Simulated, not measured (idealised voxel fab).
Process module heading - voxel transistor to metal
For reference, the cross-section in this document is cut, with width 270 nm and square cells of 5 nm.
How to read a cross-section here: the picture is a grid of square cells, written as bands going from the top down, and any band can span one or more rows of cells.
Read a band's entry like this: the first values are the height of its top and the height of its bottom in nm, and what follows is the sequence of materials from left to right, each with its width in nm. Note that "blank" is empty space, and that a single material marked "everywhere" reaches across the band from edge to edge.
Convention: height 0 is the level below which the wafer, as received, is all one material. The lowest band does not terminate at the bottom but continues downward, represented as "top 0, no bottom".
A width given as "30..40" starts at the first number in the band's top row and ends at the second number in its bottom row, shifting by an equal amount at every step from row to row.
"nothing different" -> step changed no cross-section cell.
Entry "Enclosed void listing". Content: empty spaces with no open connection to the top, size 8 cells or greater. Each: width x height at distance. Distance: from left edge. Unit: nm.
Past the settings on a step's line: simulator remark, on that step.
Each step line may optionally specify "overlay nm", which for a step with a mask gives the rightward distance between the mask's planned place and where it lay, a negative value indicating the leftward direction.

# The steps planned for the process are as follows
1. RECEIVE | material Si
2. OXIDIZE | depth nm 5
3. CONFORMAL_DEP | material SiN | thk nm 15
4. DIRECTIONAL_DEP | material aC | thk nm 10
5. PATTERN | tone cover | mask id ACTIVE | material resist | width nm 105 | pitch nm 125 | thk nm 30 | overlay nm 0
6. DIRECTIONAL_ETCH | etch materials aC | depth nm 10
7. STRIP | etch materials resist
8. DIRECTIONAL_ETCH | etch materials SiN | depth nm 15
9. DIRECTIONAL_ETCH | etch materials SiO2 | depth nm 5
10. DIRECTIONAL_ETCH | etch materials Si | depth nm 30
11. STRIP | etch materials aC
12. FILL_DEP | material SiO2 | thk nm 10
13. CMP | height nm 15
14. SELECTIVE_ETCH | etch materials SiO2 | depth nm 15
15. STRIP | etch materials SiN
16. SELECTIVE_ETCH | etch materials SiO2 | depth nm 5
17. OXIDIZE | depth nm 5
18. DIRECTIONAL_DEP | material polySi | thk nm 20
19. DIRECTIONAL_DEP | material SiCN | thk nm 15
20. MASKED_ETCH | tone cover | mask id GATE | width nm 25 | pitch nm 125 | etch materials SiCN | depth nm 25 | overlay nm 0
21. MASKED_ETCH | tone cover | mask id GATE | width nm 25 | pitch nm 125 | etch materials polySi | depth nm 30 | overlay nm 0
22. CONFORMAL_DEP | material SiO2 | thk nm 5
23. DIRECTIONAL_ETCH | etch materials SiO2 | depth nm 5
24. CONFORMAL_DEP | material SiN | thk nm 5
25. DIRECTIONAL_ETCH | etch materials SiN | depth nm 5
26. DIRECTIONAL_ETCH | etch materials SiO2 | depth nm 5
27. EPI | material nSi | thk nm 5
28. FILL_DEP | material SiO2 | thk nm 10
29. CMP | height nm 30
30. DIRECTIONAL_DEP | material SiO2 | thk nm 15
31. DIRECTIONAL_DEP | material aC | thk nm 15
32. PATTERN | tone open | mask id CONTACT | material resist | width nm 30 | thk nm 35 | overlay nm 0
33. DIRECTIONAL_ETCH | etch materials aC | depth nm 15
34. STRIP | etch materials resist
35. DIRECTIONAL_ETCH | etch materials SiO2 | depth nm 50
36. STRIP | etch materials aC
37. CONFORMAL_DEP | material TiN | thk nm 5
38. FILL_DEP | material Ru | thk nm 10
39. CMP | height nm 45
40. DIRECTIONAL_DEP | material TiN | thk nm 5
41. DIRECTIONAL_DEP | material W | thk nm 25
42. MASKED_ETCH | tone cover | mask id METAL_1 | width nm 20 | etch materials W | depth nm 25 | overlay nm 0
43. MASKED_ETCH | tone cover | mask id METAL_1 | width nm 20 | etch materials TiN | depth nm 5 | overlay nm 0
44. FILL_DEP | material lowk | thk nm 5
45. CMP | height nm 75
46. CONFORMAL_DEP | material SiN | thk nm 5

# Run as planned: first of two wafers

# So this is the incoming wafer in cross-section - it's already been through step 1
top 0, no bottom: Si everywhere
Enclosed void listing: none

# Wafer section view after processing step 2
top 0, bottom -5: SiO2 everywhere
Nothing below the height -5 has changed.

# Wafer section view after processing step 3
top 15, bottom 0: SiN everywhere
Nothing below the height 0 has changed.

# Wafer section view after processing step 4
top 25, bottom 15: aC everywhere
Nothing below the height 15 has changed.

# Wafer section view after processing step 5
top 55, bottom 25: blank: 20; resist: 105; blank: 20; resist: 105; blank: 20
Nothing below the height 25 has changed.

# Wafer section view after processing step 6
top 45, bottom 25: blank: 20; resist: 105; blank: 20; resist: 105; blank: 20
top 25, bottom 15: blank: 20; aC: 105; blank: 20; aC: 105; blank: 20
Nothing below the height 15 has changed.

# Wafer section view after processing step 7
top 25, bottom 15: blank: 20; aC: 105; blank: 20; aC: 105; blank: 20
Nothing below the height 15 has changed.

# Wafer section view after processing step 8
top 25, bottom 15: blank: 20; aC: 105; blank: 20; aC: 105; blank: 20
top 15, bottom 0: blank: 20; SiN: 105; blank: 20; SiN: 105; blank: 20
Nothing below the height 0 has changed.

# Wafer section view after processing step 9
top 25, bottom 15: blank: 20; aC: 105; blank: 20; aC: 105; blank: 20
top 15, bottom 0: blank: 20; SiN: 105; blank: 20; SiN: 105; blank: 20
top 0, bottom -5: blank: 20; SiO2: 105; blank: 20; SiO2: 105; blank: 20
Nothing below the height -5 has changed.

# Wafer section view after processing step 10
top 25, bottom 15: blank: 20; aC: 105; blank: 20; aC: 105; blank: 20
top 15, bottom 0: blank: 20; SiN: 105; blank: 20; SiN: 105; blank: 20
top 0, bottom -5: blank: 20; SiO2: 105; blank: 20; SiO2: 105; blank: 20
top -5, bottom -35: blank: 20; Si: 105; blank: 20; Si: 105; blank: 20
Nothing below the height -35 has changed.

# Wafer section view after processing step 11
top 15, bottom 0: blank: 20; SiN: 105; blank: 20; SiN: 105; blank: 20
Nothing below the height 0 has changed.

# Wafer section view after processing step 12
top 25, bottom 15: SiO2 everywhere
top 15, bottom 0: SiO2: 20; SiN: 105; SiO2: 20; SiN: 105; SiO2: 20
top 0, bottom -5: SiO2 everywhere
top -5, bottom -35: SiO2: 20; Si: 105; SiO2: 20; Si: 105; SiO2: 20
Nothing below the height -35 has changed.

# Wafer section view after processing step 13
top 15, bottom 0: SiO2: 20; SiN: 105; SiO2: 20; SiN: 105; SiO2: 20
Nothing below the height 0 has changed.

# Wafer section view after processing step 14
top 15, bottom 0: blank: 20; SiN: 105; blank: 20; SiN: 105; blank: 20
Nothing below the height 0 has changed.

# Wafer section view after processing step 15
top 0, bottom -5: SiO2 everywhere
Nothing below the height -5 has changed.

# Wafer section view after processing step 16
top -5, bottom -35: SiO2: 20; Si: 105; SiO2: 20; Si: 105; SiO2: 20
Nothing below the height -35 has changed.

# Wafer section view after processing step 17
top -5, bottom -10: SiO2 everywhere
Nothing below the height -10 has changed.

# Wafer section view after processing step 18
top 15, bottom -5: polySi everywhere
Nothing below the height -5 has changed.

# Wafer section view after processing step 19
top 30, bottom 15: SiCN everywhere
Nothing below the height 15 has changed.

# Wafer section view after processing step 20
top 30, bottom 15: blank: 60; SiCN: 25; blank: 100; SiCN: 25; blank: 60
Nothing below the height 15 has changed.

# Wafer section view after processing step 21
top 30, bottom 15: blank: 60; SiCN: 25; blank: 100; SiCN: 25; blank: 60
top 15, bottom -5: blank: 60; polySi: 25; blank: 100; polySi: 25; blank: 60
Nothing below the height -5 has changed.

# Wafer section view after processing step 22
top 35, bottom 30: blank: 55; SiO2: 35; blank: 90; SiO2: 35; blank: 55
top 30, bottom 15: blank: 55; SiO2: 5; SiCN: 25; SiO2: 5; blank: 90; SiO2: 5; SiCN: 25; SiO2: 5; blank: 55
top 15, bottom 0: blank: 55; SiO2: 5; polySi: 25; SiO2: 5; blank: 90; SiO2: 5; polySi: 25; SiO2: 5; blank: 55
top 0, bottom -5: SiO2: 60; polySi: 25; SiO2: 100; polySi: 25; SiO2: 60
Nothing below the height -5 has changed.

# Wafer section view after processing step 23
top 30, bottom 15: blank: 55; SiO2: 5; SiCN: 25; SiO2: 5; blank: 90; SiO2: 5; SiCN: 25; SiO2: 5; blank: 55
top 15, bottom -5: blank: 55; SiO2: 5; polySi: 25; SiO2: 5; blank: 90; SiO2: 5; polySi: 25; SiO2: 5; blank: 55
Nothing below the height -5 has changed.

# Wafer section view after processing step 24
top 35, bottom 30: blank: 50; SiN: 45; blank: 80; SiN: 45; blank: 50
top 30, bottom 15: blank: 50; SiN: 5; SiO2: 5; SiCN: 25; SiO2: 5; SiN: 5; blank: 80; SiN: 5; SiO2: 5; SiCN: 25; SiO2: 5; SiN: 5; blank: 50
top 15, bottom 0: blank: 50; SiN: 5; SiO2: 5; polySi: 25; SiO2: 5; SiN: 5; blank: 80; SiN: 5; SiO2: 5; polySi: 25; SiO2: 5; SiN: 5; blank: 50
top 0, bottom -5: SiN: 55; SiO2: 5; polySi: 25; SiO2: 5; SiN: 90; SiO2: 5; polySi: 25; SiO2: 5; SiN: 55
Nothing below the height -5 has changed.

# Wafer section view after processing step 25
top 30, bottom 15: blank: 50; SiN: 5; SiO2: 5; SiCN: 25; SiO2: 5; SiN: 5; blank: 80; SiN: 5; SiO2: 5; SiCN: 25; SiO2: 5; SiN: 5; blank: 50
top 15, bottom -5: blank: 50; SiN: 5; SiO2: 5; polySi: 25; SiO2: 5; SiN: 5; blank: 80; SiN: 5; SiO2: 5; polySi: 25; SiO2: 5; SiN: 5; blank: 50
Nothing below the height -5 has changed.

# Wafer section view after processing step 26
top 30, bottom 25: blank: 50; SiN: 5; blank: 5; SiCN: 25; blank: 5; SiN: 5; blank: 80; SiN: 5; blank: 5; SiCN: 25; blank: 5; SiN: 5; blank: 50
top 25, bottom 15: blank: 50; SiN: 5; SiO2: 5; SiCN: 25; SiO2: 5; SiN: 5; blank: 80; SiN: 5; SiO2: 5; SiCN: 25; SiO2: 5; SiN: 5; blank: 50
top 15, bottom -5: blank: 50; SiN: 5; SiO2: 5; polySi: 25; SiO2: 5; SiN: 5; blank: 80; SiN: 5; SiO2: 5; polySi: 25; SiO2: 5; SiN: 5; blank: 50
top -5, bottom -10: blank: 50; SiO2: 45; blank: 80; SiO2: 45; blank: 50
Nothing below the height -10 has changed.

# Wafer section view after processing step 27
top 30, bottom 25: blank: 50; SiN: 5; blank: 5; SiCN: 25; blank: 5; SiN: 5; blank: 80; SiN: 5; blank: 5; SiCN: 25; blank: 5; SiN: 5; blank: 50
top 25, bottom 15: blank: 50; SiN: 5; SiO2: 5; SiCN: 25; SiO2: 5; SiN: 5; blank: 80; SiN: 5; SiO2: 5; SiCN: 25; SiO2: 5; SiN: 5; blank: 50
top 15, bottom -5: blank: 50; SiN: 5; SiO2: 5; polySi: 25; SiO2: 5; SiN: 5; blank: 80; SiN: 5; SiO2: 5; polySi: 25; SiO2: 5; SiN: 5; blank: 50
top -5, bottom -10: blank: 15; nSi: 35; SiO2: 45; nSi: 35; blank: 10; nSi: 35; SiO2: 45; nSi: 35; blank: 15
Nothing below the height -10 has changed.

# Wafer section view after processing step 28
top 40, bottom 30: SiO2 everywhere
top 30, bottom 15: SiO2: 50; SiN: 5; SiO2: 5; SiCN: 25; SiO2: 5; SiN: 5; SiO2: 80; SiN: 5; SiO2: 5; SiCN: 25; SiO2: 5; SiN: 5; SiO2: 50
top 15, bottom -5: SiO2: 50; SiN: 5; SiO2: 5; polySi: 25; SiO2: 5; SiN: 5; SiO2: 80; SiN: 5; SiO2: 5; polySi: 25; SiO2: 5; SiN: 5; SiO2: 50
top -5, bottom -10: SiO2: 15; nSi: 35; SiO2: 45; nSi: 35; SiO2: 10; nSi: 35; SiO2: 45; nSi: 35; SiO2: 15
Nothing below the height -10 has changed.

# Wafer section view after processing step 29
top 30, bottom 15: SiO2: 50; SiN: 5; SiO2: 5; SiCN: 25; SiO2: 5; SiN: 5; SiO2: 80; SiN: 5; SiO2: 5; SiCN: 25; SiO2: 5; SiN: 5; SiO2: 50
Nothing below the height 15 has changed.

# Wafer section view after processing step 30
top 45, bottom 30: SiO2 everywhere
Nothing below the height 30 has changed.

# Wafer section view after processing step 31
top 60, bottom 45: aC everywhere
Nothing below the height 45 has changed.

# Wafer section view after processing step 32
top 95, bottom 60: resist: 25; blank: 30; resist: 35; blank: 30; resist: 30; blank: 30; resist: 35; blank: 30; resist: 25
Nothing below the height 60 has changed.

# Wafer section view after processing step 33
top 80, bottom 60: resist: 25; blank: 30; resist: 35; blank: 30; resist: 30; blank: 30; resist: 35; blank: 30; resist: 25
top 60, bottom 45: aC: 25; blank: 30; aC: 35; blank: 30; aC: 30; blank: 30; aC: 35; blank: 30; aC: 25
Nothing below the height 45 has changed.

# Wafer section view after processing step 34
top 60, bottom 45: aC: 25; blank: 30; aC: 35; blank: 30; aC: 30; blank: 30; aC: 35; blank: 30; aC: 25
Nothing below the height 45 has changed.

# Wafer section view after processing step 35
top 60, bottom 45: aC: 25; blank: 30; aC: 35; blank: 30; aC: 30; blank: 30; aC: 35; blank: 30; aC: 25
top 45, bottom 30: SiO2: 25; blank: 30; SiO2: 35; blank: 30; SiO2: 30; blank: 30; SiO2: 35; blank: 30; SiO2: 25
top 30, bottom 15: SiO2: 25; blank: 25; SiN: 5; SiO2: 5; SiCN: 25; SiO2: 5; SiN: 5; blank: 25; SiO2: 30; blank: 25; SiN: 5; SiO2: 5; SiCN: 25; SiO2: 5; SiN: 5; blank: 25; SiO2: 25
top 15, bottom -5: SiO2: 25; blank: 25; SiN: 5; SiO2: 5; polySi: 25; SiO2: 5; SiN: 5; blank: 25; SiO2: 30; blank: 25; SiN: 5; SiO2: 5; polySi: 25; SiO2: 5; SiN: 5; blank: 25; SiO2: 25
Nothing below the height -5 has changed.

# Wafer section view after processing step 36
top 45, bottom 30: SiO2: 25; blank: 30; SiO2: 35; blank: 30; SiO2: 30; blank: 30; SiO2: 35; blank: 30; SiO2: 25
Nothing below the height 30 has changed.

# Wafer section view after processing step 37
top 50, bottom 45: TiN: 30; blank: 20; TiN: 45; blank: 20; TiN: 40; blank: 20; TiN: 45; blank: 20; TiN: 30
top 45, bottom 35: SiO2: 25; TiN: 5; blank: 20; TiN: 5; SiO2: 35; TiN: 5; blank: 20; TiN: 5; SiO2: 30; TiN: 5; blank: 20; TiN: 5; SiO2: 35; TiN: 5; blank: 20; TiN: 5; SiO2: 25
top 35, bottom 30: SiO2: 25; TiN: 5; blank: 15; TiN: 10; SiO2: 35; TiN: 10; blank: 15; TiN: 5; SiO2: 30; TiN: 5; blank: 15; TiN: 10; SiO2: 35; TiN: 10; blank: 15; TiN: 5; SiO2: 25
top 30, bottom 15: SiO2: 25; TiN: 5; blank: 15; TiN: 5; SiN: 5; SiO2: 5; SiCN: 25; SiO2: 5; SiN: 5; TiN: 5; blank: 15; TiN: 5; SiO2: 30; TiN: 5; blank: 15; TiN: 5; SiN: 5; SiO2: 5; SiCN: 25; SiO2: 5; SiN: 5; TiN: 5; blank: 15; TiN: 5; SiO2: 25
top 15, bottom 0: SiO2: 25; TiN: 5; blank: 15; TiN: 5; SiN: 5; SiO2: 5; polySi: 25; SiO2: 5; SiN: 5; TiN: 5; blank: 15; TiN: 5; SiO2: 30; TiN: 5; blank: 15; TiN: 5; SiN: 5; SiO2: 5; polySi: 25; SiO2: 5; SiN: 5; TiN: 5; blank: 15; TiN: 5; SiO2: 25
top 0, bottom -5: SiO2: 25; TiN: 25; SiN: 5; SiO2: 5; polySi: 25; SiO2: 5; SiN: 5; TiN: 25; SiO2: 30; TiN: 25; SiN: 5; SiO2: 5; polySi: 25; SiO2: 5; SiN: 5; TiN: 25; SiO2: 25
Nothing below the height -5 has changed.

# Wafer section view after processing step 38
top 60, bottom 50: Ru everywhere
top 50, bottom 45: TiN: 30; Ru: 20; TiN: 45; Ru: 20; TiN: 40; Ru: 20; TiN: 45; Ru: 20; TiN: 30
top 45, bottom 35: SiO2: 25; TiN: 5; Ru: 20; TiN: 5; SiO2: 35; TiN: 5; Ru: 20; TiN: 5; SiO2: 30; TiN: 5; Ru: 20; TiN: 5; SiO2: 35; TiN: 5; Ru: 20; TiN: 5; SiO2: 25
top 35, bottom 30: SiO2: 25; TiN: 5; Ru: 15; TiN: 10; SiO2: 35; TiN: 10; Ru: 15; TiN: 5; SiO2: 30; TiN: 5; Ru: 15; TiN: 10; SiO2: 35; TiN: 10; Ru: 15; TiN: 5; SiO2: 25
top 30, bottom 15: SiO2: 25; TiN: 5; Ru: 15; TiN: 5; SiN: 5; SiO2: 5; SiCN: 25; SiO2: 5; SiN: 5; TiN: 5; Ru: 15; TiN: 5; SiO2: 30; TiN: 5; Ru: 15; TiN: 5; SiN: 5; SiO2: 5; SiCN: 25; SiO2: 5; SiN: 5; TiN: 5; Ru: 15; TiN: 5; SiO2: 25
top 15, bottom 0: SiO2: 25; TiN: 5; Ru: 15; TiN: 5; SiN: 5; SiO2: 5; polySi: 25; SiO2: 5; SiN: 5; TiN: 5; Ru: 15; TiN: 5; SiO2: 30; TiN: 5; Ru: 15; TiN: 5; SiN: 5; SiO2: 5; polySi: 25; SiO2: 5; SiN: 5; TiN: 5; Ru: 15; TiN: 5; SiO2: 25
Nothing below the height 0 has changed.

# Wafer section view after processing step 39
top 45, bottom 35: SiO2: 25; TiN: 5; Ru: 20; TiN: 5; SiO2: 35; TiN: 5; Ru: 20; TiN: 5; SiO2: 30; TiN: 5; Ru: 20; TiN: 5; SiO2: 35; TiN: 5; Ru: 20; TiN: 5; SiO2: 25
Nothing below the height 35 has changed.

# Wafer section view after processing step 40
top 50, bottom 45: TiN everywhere
Nothing below the height 45 has changed.

# Wafer section view after processing step 41
top 75, bottom 50: W everywhere
Nothing below the height 50 has changed.

# Wafer section view after processing step 42
top 75, bottom 50: blank: 25; W: 20; blank: 55; W: 20; blank: 30; W: 20; blank: 55; W: 20; blank: 25
Nothing below the height 50 has changed.

# Wafer section view after processing step 43
top 75, bottom 50: blank: 25; W: 20; blank: 55; W: 20; blank: 30; W: 20; blank: 55; W: 20; blank: 25
top 50, bottom 45: blank: 25; TiN: 20; blank: 55; TiN: 20; blank: 30; TiN: 20; blank: 55; TiN: 20; blank: 25
Nothing below the height 45 has changed.

# Wafer section view after processing step 44
top 80, bottom 75: lowk everywhere
top 75, bottom 50: lowk: 25; W: 20; lowk: 55; W: 20; lowk: 30; W: 20; lowk: 55; W: 20; lowk: 25
top 50, bottom 45: lowk: 25; TiN: 20; lowk: 55; TiN: 20; lowk: 30; TiN: 20; lowk: 55; TiN: 20; lowk: 25
Nothing below the height 45 has changed.

# Wafer section view after processing step 45
top 75, bottom 50: lowk: 25; W: 20; lowk: 55; W: 20; lowk: 30; W: 20; lowk: 55; W: 20; lowk: 25
Nothing below the height 50 has changed.

# Wafer section view after processing step 46
top 80, bottom 75: SiN everywhere
Nothing below the height 75 has changed.

# Wafer two: like wafer one in start and plan, but with one mistake in execution; identical up to and including step 41

# Second wafer at the planned finish of step 42, seen in cross-section
top 75, bottom 50: blank: 35; W: 20; blank: 55; W: 20; blank: 30; W: 20; blank: 55; W: 20; blank: 15
Nothing below the height 50 has changed.

# Second wafer at the planned finish of step 43, seen in cross-section
top 75, bottom 50: blank: 35; W: 20; blank: 55; W: 20; blank: 30; W: 20; blank: 55; W: 20; blank: 15
top 50, bottom 45: blank: 25; TiN: 30; blank: 45; TiN: 30; blank: 20; TiN: 30; blank: 45; TiN: 30; blank: 15
Nothing below the height 45 has changed.

# Second wafer at the planned finish of step 44, seen in cross-section
top 80, bottom 75: lowk everywhere
top 75, bottom 50: lowk: 35; W: 20; lowk: 55; W: 20; lowk: 30; W: 20; lowk: 55; W: 20; lowk: 15
top 50, bottom 45: lowk: 25; TiN: 30; lowk: 45; TiN: 30; lowk: 20; TiN: 30; lowk: 45; TiN: 30; lowk: 15
Nothing below the height 45 has changed.

# Second wafer at the planned finish of step 45, seen in cross-section
top 75, bottom 50: lowk: 35; W: 20; lowk: 55; W: 20; lowk: 30; W: 20; lowk: 55; W: 20; lowk: 15
Nothing below the height 50 has changed.

# Second wafer at the planned finish of step 46, seen in cross-section
top 80, bottom 75: SiN everywhere
Nothing below the height 75 has changed.
What was done differently from what was planned? step 42 ran differently from the plan; actual operation with settings: MASKED_ETCH | tone cover | mask id METAL_1 | width nm 20 | etch materials W | depth nm 25 | overlay nm 10
End of process, cell counts, second wafer against first, materials with more or fewer: TiN +8, lowk -8
